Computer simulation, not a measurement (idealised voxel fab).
The process module presented herein is designated voxel tone inversion.
The cross-section on display is named cut; it measures 220 nm wide, and its cells are 5 nm squares.
Reading order for cross-sections: top band down to bottom band. Underlying form: a grid of square cells. Band size: one or more rows of cells. Within each band entry, the heights of the top and of the bottom of the band appear first, in that order and in nm; the materials of the band then follow from left to right, each with its corresponding width in nm. The designation "edge to edge" on a single material indicates that it fills the band from edge to edge; the designation "blank" indicates empty space. We count height from 0. Below that, the starting wafer is all one material. The lowest band never ends at the bottom but goes on down; see "0 nm and below" for how that is written. Think of "30 to 40" as a width that walks from the first number to the second as you go down the band, top row to bottom row, taking equal-sized steps from row to row. Take "no alteration" at face value: in the step it is given for, the cross-section changed in none of its cells. "Unvented internal voids" specifies each empty space that is not open to the top and that occupies no fewer than 8 cells, using the form width x height at distance, the distance measured from the left edge and all three quantities in nm. What comes after the settings on a step's line is commentary from the simulator itself on that step. "overlay nm" denotes, for a step that has a mask, the displacement of the mask to the right of its planned place, with negative values corresponding to the left.
# Listed below are the process steps as planned
1 RECEIVE, material Si
2 CONFORMAL_DEP, material SiN, thk nm 5
3 DIRECTIONAL_DEP, material aC, thk nm 20
4 PATTERN, tone cover, mask id POSTS, material resist, width nm 20, pitch nm 40, thk nm 30, overlay nm 0
5 DIRECTIONAL_ETCH, etch materials aC, depth nm 20
6 STRIP, etch materials resist
7 FILL_DEP, material lowk, thk nm 5
8 CMP, height nm 25
9 STRIP, etch materials aC
10 CONFORMAL_DEP, material TiN, thk nm 5
11 FILL_DEP, material Cu, thk nm 10
12 CMP, height nm 25
13 CONFORMAL_DEP, material SiCN, thk nm 5
# Run as planned: first of two wafers
# So this is the incoming wafer in cross-section - it's already been through step 1
	0 nm and below = Si edge to edge
	Unvented internal voids: none
# Cross-section through the wafer, step 2 finished
	5 nm to 0 nm = SiN edge to edge
	Anything lower than 0 is untouched.
# Cross-section through the wafer, step 3 finished
	25 nm to 5 nm = aC edge to edge
	Anything lower than 5 is untouched.
# Cross-section through the wafer, step 4 finished
	55 nm to 25 nm = 80 of blank / 20 of resist / 20 of blank / 20 of resist / 80 of blank
	Anything lower than 25 is untouched.
# Cross-section through the wafer, step 5 finished
	35 nm to 25 nm = 80 of blank / 20 of resist / 20 of blank / 20 of resist / 80 of blank
	25 nm to 5 nm = 80 of blank / 20 of aC / 20 of blank / 20 of aC / 80 of blank
	Anything lower than 5 is untouched.
# Cross-section through the wafer, step 6 finished
	25 nm to 5 nm = 80 of blank / 20 of aC / 20 of blank / 20 of aC / 80 of blank
	Anything lower than 5 is untouched.
# Cross-section through the wafer, step 7 finished
	30 nm to 25 nm = lowk edge to edge
	25 nm to 5 nm = 80 of lowk / 20 of aC / 20 of lowk / 20 of aC / 80 of lowk
	Anything lower than 5 is untouched.
# Cross-section through the wafer, step 8 finished
	25 nm to 5 nm = 80 of lowk / 20 of aC / 20 of lowk / 20 of aC / 80 of lowk
	Anything lower than 5 is untouched.
# Cross-section through the wafer, step 9 finished
	25 nm to 5 nm = 80 of lowk / 20 of blank / 20 of lowk / 20 of blank / 80 of lowk
	Anything lower than 5 is untouched.
# Cross-section through the wafer, step 10 finished
	30 nm to 25 nm = 85 of TiN / 10 of blank / 30 of TiN / 10 of blank / 85 of TiN
	25 nm to 10 nm = 80 of lowk / 5 of TiN / 10 of blank / 5 of TiN / 20 of lowk / 5 of TiN / 10 of blank / 5 of TiN / 80 of lowk
	10 nm to 5 nm = 80 of lowk / 20 of TiN / 20 of lowk / 20 of TiN / 80 of lowk
	Anything lower than 5 is untouched.
# Cross-section through the wafer, step 11 finished
	40 nm to 30 nm = Cu edge to edge
	30 nm to 25 nm = 85 of TiN / 10 of Cu / 30 of TiN / 10 of Cu / 85 of TiN
	25 nm to 10 nm = 80 of lowk / 5 of TiN / 10 of Cu / 5 of TiN / 20 of lowk / 5 of TiN / 10 of Cu / 5 of TiN / 80 of lowk
	Anything lower than 10 is untouched.
# Cross-section through the wafer, step 12 finished
	25 nm to 10 nm = 80 of lowk / 5 of TiN / 10 of Cu / 5 of TiN / 20 of lowk / 5 of TiN / 10 of Cu / 5 of TiN / 80 of lowk
	Anything lower than 10 is untouched.
# Cross-section through the wafer, step 13 finished
	30 nm to 25 nm = SiCN edge to edge
	Anything lower than 25 is untouched.
# Second Wafer (Identical Start and Plan, One Processing Error; Matches First Wafer Through Step 3)
# Cross-section, second wafer, at the end time the plan gives for step 4
	55 nm to 25 nm = 80 of resist / 20 of blank / 20 of resist / 20 of blank / 80 of resist
	Anything lower than 25 is untouched.
# Cross-section, second wafer, at the end time the plan gives for step 5
	35 nm to 25 nm = 80 of resist / 20 of blank / 20 of resist / 20 of blank / 80 of resist
	25 nm to 5 nm = 80 of aC / 20 of blank / 20 of aC / 20 of blank / 80 of aC
	Anything lower than 5 is untouched.
# Cross-section, second wafer, at the end time the plan gives for step 6
	25 nm to 5 nm = 80 of aC / 20 of blank / 20 of aC / 20 of blank / 80 of aC
	Anything lower than 5 is untouched.
# Cross-section, second wafer, at the end time the plan gives for step 7
	30 nm to 25 nm = lowk edge to edge
	25 nm to 5 nm = 80 of aC / 20 of lowk / 20 of aC / 20 of lowk / 80 of aC
	Anything lower than 5 is untouched.
# Cross-section, second wafer, at the end time the plan gives for step 8
	25 nm to 5 nm = 80 of aC / 20 of lowk / 20 of aC / 20 of lowk / 80 of aC
	Anything lower than 5 is untouched.
# Cross-section, second wafer, at the end time the plan gives for step 9
	25 nm to 5 nm = 80 of blank / 20 of lowk / 20 of blank / 20 of lowk / 80 of blank
	Anything lower than 5 is untouched.
# Cross-section, second wafer, at the end time the plan gives for step 10
	30 nm to 25 nm = 75 of blank / 30 of TiN / 10 of blank / 30 of TiN / 75 of blank
	25 nm to 10 nm = 75 of blank / 5 of TiN / 20 of lowk / 5 of TiN / 10 of blank / 5 of TiN / 20 of lowk / 5 of TiN / 75 of blank
	10 nm to 5 nm = 80 of TiN / 20 of lowk / 20 of TiN / 20 of lowk / 80 of TiN
	Anything lower than 5 is untouched.
# Cross-section, second wafer, at the end time the plan gives for step 11
	40 nm to 30 nm = Cu edge to edge
	30 nm to 25 nm = 75 of Cu / 30 of TiN / 10 of Cu / 30 of TiN / 75 of Cu
	25 nm to 10 nm = 75 of Cu / 5 of TiN / 20 of lowk / 5 of TiN / 10 of Cu / 5 of TiN / 20 of lowk / 5 of TiN / 75 of Cu
	Anything lower than 10 is untouched.
# Cross-section, second wafer, at the end time the plan gives for step 12
	25 nm to 10 nm = 75 of Cu / 5 of TiN / 20 of lowk / 5 of TiN / 10 of Cu / 5 of TiN / 20 of lowk / 5 of TiN / 75 of Cu
	Anything lower than 10 is untouched.
# Cross-section, second wafer, at the end time the plan gives for step 13
	30 nm to 25 nm = SiCN edge to edge
	Anything lower than 25 is untouched.
Deviation noted in wafer processing: step 4 went in with a setting other than planned; the actual run was PATTERN, tone open, mask id POSTS, material resist, width nm 20, pitch nm 40, thk nm 30, overlay nm 0
Final wafer comparison in cells, second versus first, more or fewer per material: Cu: 84 more, TiN: 28 more, lowk: 112 fewer
